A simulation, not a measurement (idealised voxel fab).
This section sets out a process module, namely voxel ribs on slabs.
The figure presents cross-section cut, which has a width of 240 nm and is divided into square cells with an edge length of 5 nm.
Cross-sections here: square-cell grids, written as top-down lists of bands, a band being one or more rows of cells. Within each band entry, the heights of the top and of the bottom of the band appear first, in that order and in nm; the materials of the band then follow from left to right, each with its corresponding width in nm. The designation "throughout" on a single material indicates that it fills the band from edge to edge; the designation "blank" indicates empty space. Heights from 0 (as-received wafer is one material below). Bottom band endless downward, as "from 0 down". Quick explanation for "30..40": the width changes in equal steps down the rows of cells, from the first number in the band's top row to the second number in its bottom row. "same as before" for a step: no cell of the cross-section changed in that step. The list in "Closed void roster" covers empty spaces of 8 cells or more that cannot reach the top through any open way, and it gives each as width x height at distance; the distance is from the left edge, and width, height and distance are in nm. On each step's line, the part that comes after the settings is the simulator's own comment on the step. Steps that use a mask can have "overlay nm" on their line. It says how far the mask sat to the right of where it was meant to be. Negative means to the left.

Process steps foreseen in the plan
| 1 | RECEIVE [material Si] |
| 2 | DIRECTIONAL_DEP [material SiO2] [thk nm 25] |
| 3 | DIRECTIONAL_DEP [material polySi] [thk nm 20] |
| 4 | PATTERN [tone cover] [mask id RIB] [material resist] [width nm 30] [thk nm 20] [overlay nm 0] |
| 5 | DIRECTIONAL_ETCH [etch materials polySi] [depth nm 5] |
| 6 | STRIP [etch materials resist] |
| 7 | DIRECTIONAL_DEP [material aC] [thk nm 15] |
| 8 | PATTERN [tone cover] [mask id SLAB] [material resist] [width nm 60] [thk nm 35] [overlay nm 0] |
| 9 | DIRECTIONAL_ETCH [etch materials aC] [depth nm 15] |
| 10 | STRIP [etch materials resist] |
| 11 | DIRECTIONAL_ETCH [etch materials polySi] [depth nm 15] |
| 12 | STRIP [etch materials aC] |
| 13 | FILL_DEP [material SiO2] [thk nm 30] |
| 14 | CMP [height nm 65] |
| 15 | DIRECTIONAL_DEP [material TiN] [thk nm 5] |
| 16 | MASKED_ETCH [tone cover] [mask id HEATER] [width nm 40] [etch materials TiN] [depth nm 5] [overlay nm 0] |
| 17 | CONFORMAL_DEP [material SiN] [thk nm 5] |

The first wafer of two, processed as planned

This is the cross-section of the wafer as we received it, i.e. after step 1
- from 0 down | Si throughout
- Closed void roster: none

Wafer after step 2 (cross-section)
- from 25 to 0 | SiO2 throughout
- Lower than 0, everything is as it was.

Wafer after step 3 (cross-section)
- from 45 to 25 | polySi throughout
- Lower than 25, everything is as it was.

Wafer after step 4 (cross-section)
- from 65 to 45 | 105 blank, then 30 resist, then 105 blank
- Lower than 45, everything is as it was.

Wafer after step 5 (cross-section)
- from 65 to 45 | 105 blank, then 30 resist, then 105 blank
- from 45 to 40 | 105 blank, then 30 polySi, then 105 blank
- Lower than 40, everything is as it was.

Wafer after step 6 (cross-section)
- from 45 to 40 | 105 blank, then 30 polySi, then 105 blank
- Lower than 40, everything is as it was.

Wafer after step 7 (cross-section)
- from 60 to 55 | 105 blank, then 30 aC, then 105 blank
- from 55 to 45 | aC throughout
- from 45 to 40 | 105 aC, then 30 polySi, then 105 aC
- Lower than 40, everything is as it was.

Wafer after step 8 (cross-section)
- from 95 to 60 | 90 blank, then 60 resist, then 90 blank
- from 60 to 55 | 90 blank, then 15 resist, then 30 aC, then 15 resist, then 90 blank
- Lower than 55, everything is as it was.

Wafer after step 9 (cross-section)
- from 80 to 60 | 90 blank, then 60 resist, then 90 blank
- from 60 to 55 | 90 blank, then 15 resist, then 30 aC, then 15 resist, then 90 blank
- from 55 to 45 | 90 blank, then 60 aC, then 90 blank
- from 45 to 40 | 90 blank, then 15 aC, then 30 polySi, then 15 aC, then 90 blank
- Lower than 40, everything is as it was.

Wafer after step 10 (cross-section)
- from 60 to 55 | 105 blank, then 30 aC, then 105 blank
- Lower than 55, everything is as it was.

Wafer after step 11 (cross-section)
- from 60 to 55 | 105 blank, then 30 aC, then 105 blank
- from 55 to 45 | 90 blank, then 60 aC, then 90 blank
- from 45 to 40 | 90 blank, then 15 aC, then 30 polySi, then 15 aC, then 90 blank
- from 40 to 25 | 90 blank, then 60 polySi, then 90 blank
- Lower than 25, everything is as it was.

Wafer after step 12 (cross-section)
- from 45 to 40 | 105 blank, then 30 polySi, then 105 blank
- Lower than 40, everything is as it was.

Wafer after step 13 (cross-section)
- from 75 to 45 | SiO2 throughout
- from 45 to 40 | 105 SiO2, then 30 polySi, then 105 SiO2
- from 40 to 25 | 90 SiO2, then 60 polySi, then 90 SiO2
- Lower than 25, everything is as it was.

Wafer after step 14 (cross-section)
- from 65 to 45 | SiO2 throughout
- Lower than 45, everything is as it was.

Wafer after step 15 (cross-section)
- from 70 to 65 | TiN throughout
- Lower than 65, everything is as it was.

Wafer after step 16 (cross-section)
- from 70 to 65 | 100 blank, then 40 TiN, then 100 blank
- Lower than 65, everything is as it was.

Wafer after step 17 (cross-section)
- from 75 to 70 | 95 blank, then 50 SiN, then 95 blank
- from 70 to 65 | 100 SiN, then 40 TiN, then 100 SiN
- Lower than 65, everything is as it was.

Wafer two. Identical start, identical plan. One mistake in execution. Identical history through step 5

X-section, second wafer, when step 6 was due to finish
- from 80 to 65 | 105 blank, then 30 aC, then 105 blank
- from 65 to 55 | 105 blank, then 30 resist, then 105 blank
- from 55 to 45 | 105 aC, then 30 resist, then 105 aC
- from 45 to 40 | 105 aC, then 30 polySi, then 105 aC
- Lower than 40, everything is as it was.

X-section, second wafer, when step 7 was due to finish
- from 55 to 45 | 105 aC, then 30 blank, then 105 aC
- Lower than 45, everything is as it was.

X-section, second wafer, when step 8 was due to finish
- from 90 to 55 | 90 blank, then 60 resist, then 90 blank
- from 55 to 45 | 105 aC, then 30 resist, then 105 aC
- Lower than 45, everything is as it was.

X-section, second wafer, when step 9 was due to finish
- from 75 to 55 | 90 blank, then 60 resist, then 90 blank
- from 55 to 45 | 90 blank, then 15 aC, then 30 resist, then 15 aC, then 90 blank
- from 45 to 40 | 90 blank, then 15 aC, then 30 polySi, then 15 aC, then 90 blank
- Lower than 40, everything is as it was.

X-section, second wafer, when step 10 was due to finish
- from 55 to 45 | 90 blank, then 15 aC, then 30 blank, then 15 aC, then 90 blank
- Lower than 45, everything is as it was.

X-section, second wafer, when step 11 was due to finish
- from 55 to 40 | 90 blank, then 15 aC, then 30 blank, then 15 aC, then 90 blank
- from 40 to 30 | 90 blank, then 15 polySi, then 30 blank, then 15 polySi, then 90 blank
- from 30 to 25 | 90 blank, then 60 polySi, then 90 blank
- Lower than 25, everything is as it was.

X-section, second wafer, when step 12 was due to finish
- from 40 to 30 | 90 blank, then 15 polySi, then 30 blank, then 15 polySi, then 90 blank
- Lower than 30, everything is as it was.

X-section, second wafer, when step 13 was due to finish
- from 70 to 40 | SiO2 throughout
- from 40 to 30 | 90 SiO2, then 15 polySi, then 30 SiO2, then 15 polySi, then 90 SiO2
- from 30 to 25 | 90 SiO2, then 60 polySi, then 90 SiO2
- Lower than 25, everything is as it was.

X-section, second wafer, when step 14 was due to finish
- from 65 to 40 | SiO2 throughout
- Lower than 40, everything is as it was.

X-section, second wafer, when step 15 was due to finish
- from 70 to 65 | TiN throughout
- Lower than 65, everything is as it was.

X-section, second wafer, when step 16 was due to finish
- from 70 to 65 | 100 blank, then 40 TiN, then 100 blank
- Lower than 65, everything is as it was.

X-section, second wafer, when step 17 was due to finish
- from 75 to 70 | 95 blank, then 50 SiN, then 95 blank
- from 70 to 65 | 100 SiN, then 40 TiN, then 100 SiN
- Lower than 65, everything is as it was.
Diagnosis: steps 6 and 7 of the plan were each performed in the slot designated for the other
End of process, cell counts, second wafer against first, materials with more or fewer: SiO2: 18 more, polySi: 18 fewer
